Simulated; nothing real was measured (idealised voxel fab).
A process module follows: voxel transistor to metal.
Cross-section cut spans 205 nm and uses square cells 5 nm in size.
In this document a cross-section is written as a grid of square cells. It is given as a series of bands, listed from the top down, and a band is one or more rows of cells. A band entry consists of two parts. The first gives the height of the band's top and the height of its bottom, in nm. The rest lists the band's materials from left to right, each with its width in nm. A single material labelled with the word "full width" fills the band from edge to edge, and the word "air" marks empty space. Heights are reckoned from 0. Under this level, the received wafer is all of one material. The bottommost band is open-ended downward, for example "0..down". Top row gets the first number, bottom row gets the second, and each row in between changes by the same step: that is how a band width like "30 to 40" works. Any step labelled "left unchanged" changed none of the cells in the cross-section. Look at "Trapped void list" for the closed voids: empty spaces with no open path to the top, sized 8 cells or up. Each is width x height at distance, distance from the left edge, all nm. Text after the settings on a step's line: the simulator's own remark on that step. "overlay nm", when on a step's line for a step with a mask, measures how far to the right of its planned place the mask lay; a negative measure means to the left. In what follows, pairs of cross-sections are presented, each taken before and after one process step, with the after cross-section shown only down to the lowest band that was altered; the step, together with its settings, is stated below the pair. The pairs may stem from different runs of this module on the same starting wafer; accordingly, a pair should be taken as continuing from the one above it solely where its entry headed "Pre-process" indicates as much.

# Pre-process
  65..60 = W full width
  60..55 = 50 nm TiN | 5 nm W | 75 nm TiN | 5 nm W | 70 nm TiN
  55..30 = 45 nm SiO2 | 5 nm TiN | 5 nm W | 5 nm TiN | 65 nm SiO2 | 5 nm TiN | 5 nm W | 5 nm TiN | 65 nm SiO2
  30..25 = 45 nm SiCN | 15 nm TiN | 65 nm SiCN | 15 nm TiN | 65 nm SiCN
  25..10 = 55 nm SiO2 | 5 nm TiN | 5 nm W | 5 nm TiN | 65 nm SiO2 | 5 nm TiN | 5 nm W | 5 nm TiN | 55 nm SiO2
  10..5 = 55 nm SiO2 | 15 nm TiN | 10 nm SiO2 | 10 nm SiN | 5 nm HfO2 | 5 nm TiN | 5 nm W | 5 nm TiN | 5 nm HfO2 | 10 nm SiN | 10 nm SiO2 | 15 nm TiN | 55 nm SiO2
  5..0 = 50 nm SiO2 | 30 nm pSi | 10 nm SiN | 5 nm HfO2 | 5 nm TiN | 5 nm W | 5 nm TiN | 5 nm HfO2 | 10 nm SiN | 30 nm pSi | 50 nm SiO2
  0..-5 = 45 nm SiO2 | 10 nm SiN | 25 nm pSi | 10 nm SiN | 5 nm HfO2 | 15 nm TiN | 5 nm HfO2 | 10 nm SiN | 25 nm pSi | 10 nm SiN | 45 nm SiO2
  -5..-10 = 55 nm SiO2 | 25 nm pSi | 5 nm SiO2 | 35 nm HfO2 | 5 nm SiO2 | 25 nm pSi | 55 nm SiO2
  -10..-25 = 50 nm SiO2 | 5 nm Si | 25 nm pSi | 45 nm Si | 25 nm pSi | 5 nm Si | 50 nm SiO2
  -25..-40 = 50 nm SiO2 | 105 nm Si | 50 nm SiO2
  -40..down = Si full width
  Trapped void list: none

# Structure After Step
  55..30 = 45 nm SiO2 | 5 nm TiN | 5 nm W | 5 nm TiN | 65 nm SiO2 | 5 nm TiN | 5 nm W | 5 nm TiN | 65 nm SiO2
  Lower than 30, everything is as it was.
  Trapped void list: none
The step carried out between the cross-section before it and the cross-section after it, both shown above, is CMP with height nm 55

Pre-process: see the after view in the pair directly above.

# Structure After Step
  60..55 = 40 nm air | 25 nm Ru | 55 nm air | 25 nm Ru | 60 nm air
  Lower than 55, everything is as it was.
  Trapped void list: none
The step carried out between the cross-section before it and the cross-section after it, both shown above, is EPI with material Ru, thk nm 5

Pre-process: see the after view in the pair directly above.

# Structure After Step
  65..60 = SiCN full width
  60..55 = 40 nm SiCN | 25 nm Ru | 55 nm SiCN | 25 nm Ru | 60 nm SiCN
  Lower than 55, everything is as it was.
  Trapped void list: none
The step carried out between the cross-section before it and the cross-section after it, both shown above, is FILL_DEP with material SiCN, thk nm 5

# Pre-process
  30..25 = SiCN full width
  25..10 = 55 nm SiO2 | 5 nm TiN | 5 nm W | 5 nm TiN | 65 nm SiO2 | 5 nm TiN | 5 nm W | 5 nm TiN | 55 nm SiO2
  10..5 = 55 nm SiO2 | 15 nm TiN | 10 nm SiO2 | 10 nm SiN | 5 nm HfO2 | 5 nm TiN | 5 nm W | 5 nm TiN | 5 nm HfO2 | 10 nm SiN | 10 nm SiO2 | 15 nm TiN | 55 nm SiO2
  5..0 = 50 nm SiO2 | 30 nm pSi | 10 nm SiN | 5 nm HfO2 | 5 nm TiN | 5 nm W | 5 nm TiN | 5 nm HfO2 | 10 nm SiN | 30 nm pSi | 50 nm SiO2
  0..-5 = 45 nm SiO2 | 10 nm SiN | 25 nm pSi | 10 nm SiN | 5 nm HfO2 | 15 nm TiN | 5 nm HfO2 | 10 nm SiN | 25 nm pSi | 10 nm SiN | 45 nm SiO2
  -5..-10 = 55 nm SiO2 | 25 nm pSi | 5 nm SiO2 | 35 nm HfO2 | 5 nm SiO2 | 25 nm pSi | 55 nm SiO2
  -10..-25 = 50 nm SiO2 | 5 nm Si | 25 nm pSi | 45 nm Si | 25 nm pSi | 5 nm Si | 50 nm SiO2
  -25..-40 = 50 nm SiO2 | 105 nm Si | 50 nm SiO2
  -40..down = Si full width
  Trapped void list: none

# Structure After Step
  55..30 = SiN full width
  Lower than 30, everything is as it was.
  Trapped void list: none
The step carried out between the cross-section before it and the cross-section after it, both shown above, is DIRECTIONAL_DEP with material SiN, thk nm 25

Pre-process: see the after view in the pair directly above.

# Structure After Step
  65..55 = aC full width
  Lower than 55, everything is as it was.
  Trapped void list: none
The step carried out between the cross-section before it and the cross-section after it, both shown above, is DIRECTIONAL_DEP with material aC, thk nm 10

Pre-process: see the after view in the pair directly above.

# Structure After Step
  95..65 = 55 nm resist | 15 nm air | 65 nm resist | 15 nm air | 55 nm resist
  Lower than 65, everything is as it was.
  Trapped void list: none
The step carried out between the cross-section before it and the cross-section after it, both shown above, is PATTERN with tone open, mask id METAL_1, material resist, width nm 15, pitch nm 80, thk nm 30, overlay nm 0

Pre-process: see the after view in the pair directly above.

# Structure After Step
  85..65 = 55 nm resist | 15 nm air | 65 nm resist | 15 nm air | 55 nm resist
  65..55 = 55 nm aC | 15 nm air | 65 nm aC | 15 nm air | 55 nm aC
  Lower than 55, everything is as it was.
  Trapped void list: none
The step carried out between the cross-section before it and the cross-section after it, both shown above, is DIRECTIONAL_ETCH with etch materials aC, depth nm 10

Pre-process: see the after view in the pair directly above.

# Structure After Step
  65..55 = 55 nm aC | 15 nm air | 65 nm aC | 15 nm air | 55 nm aC
  Lower than 55, everything is as it was.
  Trapped void list: none
The step carried out between the cross-section before it and the cross-section after it, both shown above, is STRIP with etch materials resist

Pre-process: see the after view in the pair directly above.

# Structure After Step
  55..30 = SiN full width
  Lower than 30, everything is as it was.
  Trapped void list: none
The step carried out between the cross-section before it and the cross-section after it, both shown above, is STRIP with etch materials aC

Pre-process: see the after view in the pair directly above.

# Structure After Step
  60..55 = TiN full width
  Lower than 55, everything is as it was.
  Trapped void list: none
The step carried out between the cross-section before it and the cross-section after it, both shown above, is CONFORMAL_DEP with material TiN, thk nm 5

Pre-process: see the after view in the pair directly above.

# Structure After Step
  65..60 = W full width
  Lower than 60, everything is as it was.
  Trapped void list: none
The step carried out between the cross-section before it and the cross-section after it, both shown above, is FILL_DEP with material W, thk nm 5

Pre-process: see the after view in the pair directly above.

# Structure After Step
  55..30 = SiN full width
  Lower than 30, everything is as it was.
  Trapped void list: none
The step carried out between the cross-section before it and the cross-section after it, both shown above, is CMP with height nm 55

Pre-process: see the after view in the pair directly above.

# Structure After Step
  60..55 = SiCN full width
  Lower than 55, everything is as it was.
  Trapped void list: none
The step carried out between the cross-section before it and the cross-section after it, both shown above, is FILL_DEP with material SiCN, thk nm 5

# Pre-process
  25..10 = SiO2 full width
  10..5 = 80 nm SiO2 | 10 nm SiN | 5 nm HfO2 | 5 nm TiN | 5 nm W | 5 nm TiN | 5 nm HfO2 | 10 nm SiN | 80 nm SiO2
  5..0 = 50 nm SiO2 | 30 nm pSi | 10 nm SiN | 5 nm HfO2 | 5 nm TiN | 5 nm W | 5 nm TiN | 5 nm HfO2 | 10 nm SiN | 30 nm pSi | 50 nm SiO2
  0..-5 = 45 nm SiO2 | 10 nm SiN | 25 nm pSi | 10 nm SiN | 5 nm HfO2 | 15 nm TiN | 5 nm HfO2 | 10 nm SiN | 25 nm pSi | 10 nm SiN | 45 nm SiO2
  -5..-10 = 55 nm SiO2 | 25 nm pSi | 5 nm SiO2 | 35 nm HfO2 | 5 nm SiO2 | 25 nm pSi | 55 nm SiO2
  -10..-25 = 50 nm SiO2 | 5 nm Si | 25 nm pSi | 45 nm Si | 25 nm pSi | 5 nm Si | 50 nm SiO2
  -25..-40 = 50 nm SiO2 | 105 nm Si | 50 nm SiO2
  -40..down = Si full width
  Trapped void list: none

# Structure After Step
  25..10 = 55 nm air | 15 nm SiO2 | 65 nm air | 15 nm SiO2 | 55 nm air
  10..5 = 55 nm air | 15 nm SiO2 | 10 nm air | 10 nm SiN | 5 nm HfO2 | 5 nm TiN | 5 nm W | 5 nm TiN | 5 nm HfO2 | 10 nm SiN | 10 nm air | 15 nm SiO2 | 55 nm air
  Lower than 5, everything is as it was.
  Trapped void list: none
The step carried out between the cross-section before it and the cross-section after it, both shown above, is MASKED_ETCH with tone cover, mask id CONTACT, width nm 15, pitch nm 80, etch materials SiO2, depth nm 20, overlay nm 0

Pre-process: see the after view in the pair directly above.

# Structure After Step
  30..25 = 50 nm air | 25 nm TiN | 55 nm air | 25 nm TiN | 50 nm air
  25..15 = 50 nm air | 5 nm TiN | 15 nm SiO2 | 5 nm TiN | 55 nm air | 5 nm TiN | 15 nm SiO2 | 5 nm TiN | 50 nm air
  15..10 = 50 nm air | 5 nm TiN | 15 nm SiO2 | 65 nm TiN | 15 nm SiO2 | 5 nm TiN | 50 nm air
  10..5 = 55 nm TiN | 15 nm SiO2 | 10 nm TiN | 10 nm SiN | 5 nm HfO2 | 5 nm TiN | 5 nm W | 5 nm TiN | 5 nm HfO2 | 10 nm SiN | 10 nm TiN | 15 nm SiO2 | 55 nm TiN
  Lower than 5, everything is as it was.
  Trapped void list: none
The step carried out between the cross-section before it and the cross-section after it, both shown above, is CONFORMAL_DEP with material TiN, thk nm 5

Pre-process: see the after view in the pair directly above.

# Structure After Step
  35..30 = W full width
  30..25 = 50 nm W | 25 nm TiN | 55 nm W | 25 nm TiN | 50 nm W
  25..15 = 50 nm W | 5 nm TiN | 15 nm SiO2 | 5 nm TiN | 55 nm W | 5 nm TiN | 15 nm SiO2 | 5 nm TiN | 50 nm W
  15..10 = 50 nm W | 5 nm TiN | 15 nm SiO2 | 65 nm TiN | 15 nm SiO2 | 5 nm TiN | 50 nm W
  Lower than 10, everything is as it was.
  Trapped void list: none
The step carried out between the cross-section before it and the cross-section after it, both shown above, is FILL_DEP with material W, thk nm 5

Pre-process: see the after view in the pair directly above.

# Structure After Step
  25..15 = 50 nm W | 5 nm TiN | 15 nm SiO2 | 5 nm TiN | 55 nm W | 5 nm TiN | 15 nm SiO2 | 5 nm TiN | 50 nm W
  Lower than 15, everything is as it was.
  Trapped void list: none
The step carried out between the cross-section before it and the cross-section after it, both shown above, is CMP with height nm 25

Pre-process: see the after view in the pair directly above.

# Structure After Step
  30..25 = SiCN full width
  Lower than 25, everything is as it was.
  Trapped void list: none
The step carried out between the cross-section before it and the cross-section after it, both shown above, is CONFORMAL_DEP with material SiCN, thk nm 5

Pre-process: see the after view in the pair directly above.

# Structure After Step
  55..30 = SiO2 full width
  Lower than 30, everything is as it was.
  Trapped void list: none
The step carried out between the cross-section before it and the cross-section after it, both shown above, is DIRECTIONAL_DEP with material SiO2, thk nm 25

Pre-process: see the after view in the pair directly above.

# Structure After Step
  65..55 = aC full width
  Lower than 55, everything is as it was.
  Trapped void list: none
The step carried out between the cross-section before it and the cross-section after it, both shown above, is DIRECTIONAL_DEP with material aC, thk nm 10

Pre-process: see the after view in the pair directly above.

# Structure After Step
  95..65 = 55 nm resist | 15 nm air | 65 nm resist | 15 nm air | 55 nm resist
  Lower than 65, everything is as it was.
  Trapped void list: none
The step carried out between the cross-section before it and the cross-section after it, both shown above, is PATTERN with tone open, mask id METAL_1, material resist, width nm 15, pitch nm 80, thk nm 30, overlay nm 0

Pre-process: see the after view in the pair directly above.

# Structure After Step
  85..65 = 55 nm resist | 15 nm air | 65 nm resist | 15 nm air | 55 nm resist
  65..55 = 55 nm aC | 15 nm air | 65 nm aC | 15 nm air | 55 nm aC
  Lower than 55, everything is as it was.
  Trapped void list: none
The step carried out between the cross-section before it and the cross-section after it, both shown above, is DIRECTIONAL_ETCH with etch materials aC, depth nm 10

Pre-process: see the after view in the pair directly above.

# Structure After Step
  65..55 = 55 nm aC | 15 nm air | 65 nm aC | 15 nm air | 55 nm aC
  Lower than 55, everything is as it was.
  Trapped void list: none
The step carried out between the cross-section before it and the cross-section after it, both shown above, is STRIP with etch materials resist

Pre-process: see the after view in the pair directly above.

# Structure After Step
  65..55 = 55 nm aC | 15 nm air | 65 nm aC | 15 nm air | 55 nm aC
  55..30 = 55 nm SiO2 | 15 nm air | 65 nm SiO2 | 15 nm air | 55 nm SiO2
  Lower than 30, everything is as it was.
  Trapped void list: none
The step carried out between the cross-section before it and the cross-section after it, both shown above, is DIRECTIONAL_ETCH with etch materials SiO2, depth nm 25

Pre-process: see the after view in the pair directly above.

# Structure After Step
  65..55 = 55 nm aC | 15 nm air | 65 nm aC | 15 nm air | 55 nm aC
  55..30 = 55 nm SiO2 | 15 nm air | 65 nm SiO2 | 15 nm air | 55 nm SiO2
  30..25 = 55 nm SiCN | 15 nm air | 65 nm SiCN | 15 nm air | 55 nm SiCN
  Lower than 25, everything is as it was.
  Trapped void list: none
The step carried out between the cross-section before it and the cross-section after it, both shown above, is DIRECTIONAL_ETCH with etch materials SiCN, depth nm 5

Pre-process: see the after view in the pair directly above.

# Structure After Step
  55..30 = 55 nm SiO2 | 15 nm air | 65 nm SiO2 | 15 nm air | 55 nm SiO2
  Lower than 30, everything is as it was.
  Trapped void list: none
The step carried out between the cross-section before it and the cross-section after it, both shown above, is STRIP with etch materials aC

Pre-process: see the after view in the pair directly above.

# Structure After Step
  60..55 = 60 nm TiN | 5 nm air | 75 nm TiN | 5 nm air | 60 nm TiN
  55..30 = 55 nm SiO2 | 5 nm TiN | 5 nm air | 5 nm TiN | 65 nm SiO2 | 5 nm TiN | 5 nm air | 5 nm TiN | 55 nm SiO2
  30..25 = 55 nm SiCN | 15 nm TiN | 65 nm SiCN | 15 nm TiN | 55 nm SiCN
  Lower than 25, everything is as it was.
  Trapped void list: none
The step carried out between the cross-section before it and the cross-section after it, both shown above, is CONFORMAL_DEP with material TiN, thk nm 5

Pre-process: see the after view in the pair directly above.

# Structure After Step
  65..60 = W full width
  60..55 = 60 nm TiN | 5 nm W | 75 nm TiN | 5 nm W | 60 nm TiN
  55..30 = 55 nm SiO2 | 5 nm TiN | 5 nm W | 5 nm TiN | 65 nm SiO2 | 5 nm TiN | 5 nm W | 5 nm TiN | 55 nm SiO2
  Lower than 30, everything is as it was.
  Trapped void list: none
The step carried out between the cross-section before it and the cross-section after it, both shown above, is FILL_DEP with material W, thk nm 5

Pre-process: see the after view in the pair directly above.

# Structure After Step
  55..30 = 55 nm SiO2 | 5 nm TiN | 5 nm W | 5 nm TiN | 65 nm SiO2 | 5 nm TiN | 5 nm W | 5 nm TiN | 55 nm SiO2
  Lower than 30, everything is as it was.
  Trapped void list: none
The step carried out between the cross-section before it and the cross-section after it, both shown above, is CMP with height nm 55

Pre-process: see the after view in the pair directly above.

# Structure After Step
  60..55 = 50 nm air | 25 nm Ru | 55 nm air | 25 nm Ru | 50 nm air
  Lower than 55, everything is as it was.
  Trapped void list: none
The step carried out between the cross-section before it and the cross-section after it, both shown above, is EPI with material Ru, thk nm 5

Pre-process: see the after view in the pair directly above.

# Structure After Step
  65..60 = SiCN full width
  60..55 = 50 nm SiCN | 25 nm Ru | 55 nm SiCN | 25 nm Ru | 50 nm SiCN
  Lower than 55, everything is as it was.
  Trapped void list: none
The step carried out between the cross-section before it and the cross-section after it, both shown above, is FILL_DEP with material SiCN, thk nm 5
